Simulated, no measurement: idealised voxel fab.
Proc. module: voxel quadruple lines
This is section cut - it's 265 nm across, gridded in 5 nm square cells.
Cross-section = grid of square cells, listed top down in bands; band = one or more rows. This entry defines a band. It first specifies the height of the band's top and the height of its bottom in nm, and then specifies the band's materials from left to right, stating each material with its width in nm. The word "edge to edge" identifies a single material that fills the band from edge to edge, while the word "air" identifies empty space. Height is counted from the level 0, under which the received wafer is composed throughout of one material. The lowest of the bands is not closed at the bottom but continues downward, in the notation "z 0 and below". Width spec "30->40" -> top row of cells at first value, bottom row at second value, equal per-row change in between. Given "nothing different" for a step, no cell of the cross-section differs between before and after that step. What "Enclosed void inventory" gives you is every empty space of 8 cells or more that is cut off from the top. Each appears as width x height at distance, with the distance taken from the left edge and width, height and distance all in nm. Where a step's line continues beyond its settings, the continuation is a remark by the simulator itself on that step. overlay nm: where the mask lay relative to plan, measured to the right, on steps with a mask; negatives go left.

-- Process steps (planned)
1. RECEIVE with material Si
2. CONFORMAL_DEP with material Al2O3, thk nm 5
3. DIRECTIONAL_DEP with material W, thk nm 10
4. DIRECTIONAL_DEP with material polySi, thk nm 15
5. DIRECTIONAL_DEP with material aC, thk nm 20
6. PATTERN with tone cover, mask id MANDREL, material resist, width nm 20, pitch nm 60, thk nm 25, overlay nm 0
7. DIRECTIONAL_ETCH with etch materials aC, depth nm 20
8. STRIP with etch materials resist
9. CONFORMAL_DEP with material SiO2, thk nm 10
10. DIRECTIONAL_ETCH with etch materials SiO2, depth nm 10
11. STRIP with etch materials aC
12. DIRECTIONAL_ETCH with etch materials polySi, depth nm 15
13. STRIP with etch materials SiO2
14. CONFORMAL_DEP with material SiN, thk nm 5
15. DIRECTIONAL_ETCH with etch materials SiN, depth nm 5
16. STRIP with etch materials polySi
17. DIRECTIONAL_ETCH with etch materials W, depth nm 10
18. STRIP with etch materials SiN
19. FILL_DEP with material SiO2, thk nm 10
20. CMP with height nm 15

-- Cross-section of the wafer upon arrival, representing the state reached after step 1
z 0 and below  Si edge to edge
Enclosed void inventory: none

-- Sectioned view, first of two wafers, at the close of the module, processed as intended in the plan
z 15 to 5  SiO2: 75, then W: 5, then SiO2: 10, then W: 5, then SiO2: 10, then W: 5, then SiO2: 10, then W: 5, then SiO2: 10, then W: 5, then SiO2: 10, then W: 5, then SiO2: 10, then W: 5, then SiO2: 10, then W: 5, then SiO2: 80
z 5 to 0  Al2O3 edge to edge
z 0 and below  Si edge to edge
Enclosed void inventory: none

-- Cross-section of the latter of the two wafers at module completion. It had an identical start and an identical plan to the former; in running it, one mistake was made
z 10 to 5  SiO2: 75, then W: 5, then SiO2: 10, then W: 5, then SiO2: 10, then W: 5, then SiO2: 10, then W: 5, then SiO2: 10, then W: 5, then SiO2: 10, then W: 5, then SiO2: 10, then W: 5, then SiO2: 10, then W: 5, then SiO2: 80
z 5 to 0  Al2O3 edge to edge
z 0 and below  Si edge to edge
Enclosed void inventory: none
It is concluded that the wafer was processed incorrectly with respect to the plan, in that for step 20, the planned setting was not used; the step was instead run as CMP with height nm 10
Cell-count delta at end, second wafer over first, by material: SiO2 -45 | W -8
